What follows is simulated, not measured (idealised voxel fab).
process module | voxel lift off
cross-section cut | 185 nm wide | cells 5 nm
A cross-section is a grid of square cells, given in bands from the top down. A band is one or more rows of cells.
Each band's line starts with the height of the band's top and of its bottom, in nm. Then come its materials from left to right, each with its width in nm. One material with "throughout" fills the band from edge to edge. "air" is empty space.
Height 0 is the level under which the wafer as received is all one material. The lowest band goes on downwards, as in "0 down".
A width such as "30 to 40" changes by the same amount from each row of cells to the next, from the band's top row to its bottom row.
"no change" after a step means that no cell of the cross-section changed.
closed voids: empty space of 8 cells or more with no open way to the top, each as width x height at its distance from the left edge, in nm
after a step's settings: what the simulator itself notes on the step
overlay nm, on a step with a mask: how far to the right of its planned place the mask lay; to the left if negative
plan
1 op RECEIVE | material Si
2 op CONFORMAL_DEP | material SiN | thk nm 10
3 op PATTERN | tone open | mask id LINES | material resist | width nm 20 | pitch nm 40 | thk nm 20 | overlay nm 0
4 op DIRECTIONAL_DEP | material Ru | thk nm 5
5 op STRIP | etch materials resist
6 op CONFORMAL_DEP | material SiN | thk nm 10
as received, after step 1
  0 down: Si throughout
  closed voids: none
a wafer at the end: this start, this plan, one mistake
  25 to 15: SiN throughout
  15 to 10: Ru 60 | SiN 20 | Ru 20 | SiN 20 | Ru 65
  10 to 0: SiN throughout
  0 down: Si throughout
  closed voids: none
what went wrong: step 3 ran as: op PATTERN | tone cover | mask id LINES | material resist | width nm 20 | pitch nm 40 | thk nm 20 | overlay nm 0
